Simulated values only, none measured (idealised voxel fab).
A process module follows: voxel gate over fins.
It is cross-section cut that appears here, measuring 280 nm in width, its square cells being 5 nm in size.
Reading order for cross-sections: top band down to bottom band. Underlying form: a grid of square cells. Band size: one or more rows of cells.
Each band's line starts with the height of the band's top and of its bottom, in nm. Then come its materials from left to right, each with its width in nm. One material with "throughout" fills the band from edge to edge. "blank" is empty space.
Beneath 0, the wafer as received is one material, and that level is where height counting begins. The lowest band goes on downward without a bottom; it is written like "0..down".
The two numbers in a width such as "30 to 40" mark its ends across the band: the first belongs to the top row of cells, the second to the bottom row, and from each row to the next the width moves by the same amount.
Step note "nothing was modified" = no cross-section cell changed.
Closed empty spaces (no open way to the top) of 8 cells or more are what "Tabulated closed voids" lists, each as width x height at distance from the left edge, nm for all three.
Read whatever lies past the settings on a step's line as the simulator's own remark about the step.
"overlay nm" denotes, for a step that has a mask, the displacement of the mask to the right of its planned place, with negative values corresponding to the left.
Below is the list of planned process steps
1 RECEIVE (material Si)
2 CONFORMAL_DEP (material SiN; thk nm 10)
3 DIRECTIONAL_DEP (material aC; thk nm 10)
4 PATTERN (tone cover; mask id FINS; material resist; width nm 15; pitch nm 60; thk nm 30; overlay nm 0)
5 DIRECTIONAL_ETCH (etch materials aC; depth nm 10)
6 STRIP (etch materials resist)
7 DIRECTIONAL_ETCH (etch materials SiN; depth nm 10)
8 DIRECTIONAL_ETCH (etch materials Si; depth nm 35)
9 STRIP (etch materials aC)
10 FILL_DEP (material SiO2; thk nm 15)
11 CMP (height nm 10)
12 DIRECTIONAL_DEP (material aC; thk nm 10)
13 PATTERN (tone open; mask id RAIL; material resist; width nm 15; thk nm 25; overlay nm 0)
14 DIRECTIONAL_ETCH (etch materials aC; depth nm 10)
15 STRIP (etch materials resist)
16 DIRECTIONAL_ETCH (etch materials SiO2; depth nm 40)
17 STRIP (etch materials aC)
18 CONFORMAL_DEP (material TiN; thk nm 5)
19 FILL_DEP (material W; thk nm 5)
20 CMP (height nm 10)
21 SELECTIVE_ETCH (etch materials W Ru TiN; depth nm 30)
22 FILL_DEP (material SiO2; thk nm 5)
23 CMP (height nm 10)
24 SELECTIVE_ETCH (etch materials SiO2; depth nm 25)
25 STRIP (etch materials SiN)
26 CONFORMAL_DEP (material HfO2; thk nm 5)
27 CONFORMAL_DEP (material TiN; thk nm 5)
28 CONFORMAL_DEP (material TiAl; thk nm 5)
29 CONFORMAL_DEP (material TiN; thk nm 5)
30 FILL_DEP (material W; thk nm 10)
31 CMP (height nm 25)
32 CONFORMAL_DEP (material SiCN; thk nm 10)
Delivered wafer in cross-section: state after step 1
> 0..down  Si throughout
> Tabulated closed voids: none
Looking at the first of two wafers in cross-section at end of module - ran to plan
> 35..25  SiCN throughout
> 25..20  W throughout
> 20..15  20 of W  55 of TiN  5 of W  55 of TiN  5 of W  55 of TiN  5 of W  55 of TiN  25 of W
> 15..10  20 of W  5 of TiN  45 of TiAl  5 of TiN  5 of W  5 of TiN  45 of TiAl  5 of TiN  5 of W  5 of TiN  45 of TiAl  5 of TiN  5 of W  5 of TiN  45 of TiAl  5 of TiN  25 of W
> 10..5  20 of W  5 of TiN  5 of TiAl  35 of TiN  5 of TiAl  5 of TiN  5 of W  5 of TiN  5 of TiAl  35 of TiN  5 of TiAl  5 of TiN  5 of W  5 of TiN  5 of TiAl  35 of TiN  5 of TiAl  5 of TiN  5 of W  5 of TiN  5 of TiAl  35 of TiN  5 of TiAl  5 of TiN  25 of W
> 5..0  25 of TiN  5 of TiAl  5 of TiN  25 of HfO2  5 of TiN  5 of TiAl  15 of TiN  5 of TiAl  5 of TiN  25 of HfO2  5 of TiN  5 of TiAl  15 of TiN  5 of TiAl  5 of TiN  25 of HfO2  5 of TiN  5 of TiAl  15 of TiN  5 of TiAl  5 of TiN  25 of HfO2  5 of TiN  5 of TiAl  30 of TiN
> 0..-5  30 of TiAl  5 of TiN  5 of HfO2  15 of Si  5 of HfO2  5 of TiN  25 of TiAl  5 of TiN  5 of HfO2  15 of Si  5 of HfO2  5 of TiN  25 of TiAl  5 of TiN  5 of HfO2  15 of Si  5 of HfO2  5 of TiN  25 of TiAl  5 of TiN  5 of HfO2  15 of Si  5 of HfO2  5 of TiN  35 of TiAl
> -5..-10  35 of TiN  5 of HfO2  15 of Si  5 of HfO2  35 of TiN  5 of HfO2  15 of Si  5 of HfO2  35 of TiN  5 of HfO2  15 of Si  5 of HfO2  35 of TiN  5 of HfO2  15 of Si  5 of HfO2  40 of TiN
> -10..-15  40 of HfO2  15 of Si  45 of HfO2  15 of Si  45 of HfO2  15 of Si  45 of HfO2  15 of Si  45 of HfO2
> -15..-20  40 of SiO2  15 of Si  45 of SiO2  15 of Si  45 of SiO2  15 of Si  45 of SiO2  15 of Si  45 of SiO2
> -20..-25  40 of SiO2  15 of Si  15 of SiO2  5 of TiN  5 of W  5 of TiN  15 of SiO2  15 of Si  45 of SiO2  15 of Si  45 of SiO2  15 of Si  45 of SiO2
> -25..-30  40 of SiO2  15 of Si  15 of SiO2  15 of TiN  15 of SiO2  15 of Si  45 of SiO2  15 of Si  45 of SiO2  15 of Si  45 of SiO2
> -30..-35  40 of SiO2  15 of Si  45 of SiO2  15 of Si  45 of SiO2  15 of Si  45 of SiO2  15 of Si  45 of SiO2
> -35..down  Si throughout
> Tabulated closed voids: none
Cross-section of the latter of the two wafers at module completion. It had an identical start and an identical plan to the former; in running it, one mistake was made
> 35..25  SiCN throughout
> 25..20  W throughout
> 20..15  20 of W  55 of TiAl  5 of W  55 of TiAl  5 of W  55 of TiAl  5 of W  55 of TiAl  25 of W
> 15..5  20 of W  5 of TiAl  45 of TiN  5 of TiAl  5 of W  5 of TiAl  45 of TiN  5 of TiAl  5 of W  5 of TiAl  45 of TiN  5 of TiAl  5 of W  5 of TiAl  45 of TiN  5 of TiAl  25 of W
> 5..0  25 of TiAl  10 of TiN  25 of HfO2  10 of TiN  15 of TiAl  10 of TiN  25 of HfO2  10 of TiN  15 of TiAl  10 of TiN  25 of HfO2  10 of TiN  15 of TiAl  10 of TiN  25 of HfO2  10 of TiN  30 of TiAl
> 0..-10  35 of TiN  5 of HfO2  15 of Si  5 of HfO2  35 of TiN  5 of HfO2  15 of Si  5 of HfO2  35 of TiN  5 of HfO2  15 of Si  5 of HfO2  35 of TiN  5 of HfO2  15 of Si  5 of HfO2  40 of TiN
> -10..-15  40 of HfO2  15 of Si  45 of HfO2  15 of Si  45 of HfO2  15 of Si  45 of HfO2  15 of Si  45 of HfO2
> -15..-20  40 of SiO2  15 of Si  45 of SiO2  15 of Si  45 of SiO2  15 of Si  45 of SiO2  15 of Si  45 of SiO2
> -20..-25  40 of SiO2  15 of Si  15 of SiO2  5 of TiN  5 of W  5 of TiN  15 of SiO2  15 of Si  45 of SiO2  15 of Si  45 of SiO2  15 of Si  45 of SiO2
> -25..-30  40 of SiO2  15 of Si  15 of SiO2  15 of TiN  15 of SiO2  15 of Si  45 of SiO2  15 of Si  45 of SiO2  15 of Si  45 of SiO2
> -30..-35  40 of SiO2  15 of Si  45 of SiO2  15 of Si  45 of SiO2  15 of Si  45 of SiO2  15 of Si  45 of SiO2
> -35..down  Si throughout
> Tabulated closed voids: none
The plan and the run diverged here: note: step 28 <-> step 29, run order reversed vs plan
Upon completion, the cell count for each material on the second wafer equals that on the first, whereas the spatial distribution of those cells differs.
